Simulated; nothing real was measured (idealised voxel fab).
process module | voxel self aligned vias
cross-section cut | 270 nm wide | cells 5 nm
A cross-section is a grid of square cells, given in bands from the top down. A band is one or more rows of cells.
Each band's line starts with the height of the band's top and of its bottom, in nm. Then come its materials from left to right, each with its width in nm. One material with "throughout" fills the band from edge to edge. "air" is empty space.
Height 0 is the level under which the wafer as received is all one material. The lowest band goes on downwards, as in "0 down".
A width such as "30 to 40" changes by the same amount from each row of cells to the next, from the band's top row to its bottom row.
"no change" after a step means that no cell of the cross-section changed.
closed voids: empty space of 8 cells or more with no open way to the top, each as width x height at its distance from the left edge, in nm
after a step's settings: what the simulator itself notes on the step
overlay nm, on a step with a mask: how far to the right of its planned place the mask lay; to the left if negative
plan
1 op RECEIVE | material Si
2 op CONFORMAL_DEP | material SiO2 | thk nm 10
3 op CONFORMAL_DEP | material SiCN | thk nm 5
4 op DIRECTIONAL_DEP | material lowk | thk nm 20
5 op MASKED_ETCH | tone open | mask id LINES | width nm 20 | pitch nm 70 | etch materials lowk | depth nm 20 | overlay nm 0
6 op CONFORMAL_DEP | material TiN | thk nm 5
7 op FILL_DEP | material Ru | thk nm 10
8 op CMP | height nm 35
9 op SELECTIVE_ETCH | etch materials W Ru TiN | depth nm 5
10 op FILL_DEP | material SiN | thk nm 5
11 op CMP | height nm 35
12 op DIRECTIONAL_DEP | material lowk | thk nm 20
13 op DIRECTIONAL_DEP | material aC | thk nm 15
14 op PATTERN | tone open | mask id VIAS | material resist | width nm 40 | pitch nm 70 | thk nm 30 | overlay nm 0
15 op DIRECTIONAL_ETCH | etch materials aC | depth nm 15
16 op STRIP | etch materials resist
17 op DIRECTIONAL_ETCH | etch materials lowk | depth nm 20
18 op DIRECTIONAL_ETCH | etch materials SiN | depth nm 5
19 op STRIP | etch materials aC
20 op CONFORMAL_DEP | material TiN | thk nm 5
21 op FILL_DEP | material Ru | thk nm 10
22 op CMP | height nm 55
23 op CONFORMAL_DEP | material SiCN | thk nm 5
as received, after step 1
  0 down: Si throughout
  closed voids: none
a wafer at the end: this start, this plan, one mistake
  60 to 55: SiCN throughout
  55 to 40: Ru 75 | TiN 5 | lowk 40 | TiN 5 | Ru 20 | TiN 5 | lowk 40 | TiN 5 | Ru 75
  40 to 35: TiN 80 | lowk 40 | TiN 30 | lowk 40 | TiN 80
  35 to 30: lowk 90 | SiN 20 | lowk 50 | SiN 20 | lowk 90
  30 to 20: lowk 90 | TiN 5 | Ru 10 | TiN 5 | lowk 50 | TiN 5 | Ru 10 | TiN 5 | lowk 90
  20 to 15: lowk 90 | TiN 20 | lowk 50 | TiN 20 | lowk 90
  15 to 10: SiCN throughout
  10 to 0: SiO2 throughout
  0 down: Si throughout
  closed voids: none
what went wrong: step 14 ran as: op PATTERN | tone cover | mask id VIAS | material resist | width nm 40 | pitch nm 70 | thk nm 30 | overlay nm 0
